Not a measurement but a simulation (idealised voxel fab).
process module | voxel lift off
cross-section cut | 275 nm wide | cells 5 nm
A cross-section is a grid of square cells, given in bands from the top down. A band is one or more rows of cells.
Each band's line starts with the height of the band's top and of its bottom, in nm. Then come its materials from left to right, each with its width in nm. One material with "throughout" fills the band from edge to edge. "air" is empty space.
Height 0 is the level under which the wafer as received is all one material. The lowest band goes on downwards, as in "0 down".
A width such as "30 to 40" changes by the same amount from each row of cells to the next, from the band's top row to its bottom row.
"no change" after a step means that no cell of the cross-section changed.
closed voids: empty space of 8 cells or more with no open way to the top, each as width x height at its distance from the left edge, in nm
after a step's settings: what the simulator itself notes on the step
overlay nm, on a step with a mask: how far to the right of its planned place the mask lay; to the left if negative
plan
1 op RECEIVE | material Si
2 op CONFORMAL_DEP | material SiN | thk nm 15
3 op PATTERN | tone open | mask id LINES | material resist | width nm 30 | pitch nm 50 | thk nm 15 | overlay nm 0
4 op DIRECTIONAL_DEP | material Ru | thk nm 5
5 op STRIP | etch materials resist
6 op CONFORMAL_DEP | material SiN | thk nm 10
first wafer, as planned
as received, after step 1
  0 down: Si throughout
  closed voids: none
after step 2
  15 to 0: SiN throughout
  below 0: unchanged
after step 3
  30 to 15: resist 70 | air 30 | resist 20 | air 30 | resist 20 | air 30 | resist 75
  below 15: unchanged
after step 4
  35 to 30: Ru 70 | air 30 | Ru 20 | air 30 | Ru 20 | air 30 | Ru 75
  30 to 20: resist 70 | air 30 | resist 20 | air 30 | resist 20 | air 30 | resist 75
  20 to 15: resist 70 | Ru 30 | resist 20 | Ru 30 | resist 20 | Ru 30 | resist 75
  below 15: unchanged
after step 5
  20 to 15: air 70 | Ru 30 | air 20 | Ru 30 | air 20 | Ru 30 | air 75
  below 15: unchanged
after step 6
  30 to 25: air 60 | SiN 150 | air 65
  25 to 20: SiN throughout
  20 to 15: SiN 70 | Ru 30 | SiN 20 | Ru 30 | SiN 20 | Ru 30 | SiN 75
  below 15: unchanged
second wafer: like start, like plan, one mistake. Through step 1 it matches the first wafer
when step 2 should have ended
  30 to 0: SiN throughout
  below 0: unchanged
when step 3 should have ended
  45 to 30: resist 70 | air 30 | resist 20 | air 30 | resist 20 | air 30 | resist 75
  below 30: unchanged
when step 4 should have ended
  50 to 45: Ru 70 | air 30 | Ru 20 | air 30 | Ru 20 | air 30 | Ru 75
  45 to 35: resist 70 | air 30 | resist 20 | air 30 | resist 20 | air 30 | resist 75
  35 to 30: resist 70 | Ru 30 | resist 20 | Ru 30 | resist 20 | Ru 30 | resist 75
  below 30: unchanged
when step 5 should have ended
  35 to 30: air 70 | Ru 30 | air 20 | Ru 30 | air 20 | Ru 30 | air 75
  below 30: unchanged
when step 6 should have ended
  45 to 40: air 60 | SiN 150 | air 65
  40 to 35: SiN throughout
  35 to 30: SiN 70 | Ru 30 | SiN 20 | Ru 30 | SiN 20 | Ru 30 | SiN 75
  below 30: unchanged
what went wrong: step 2 was run twice
at the end the second wafer has, in cells: 165 more of SiN
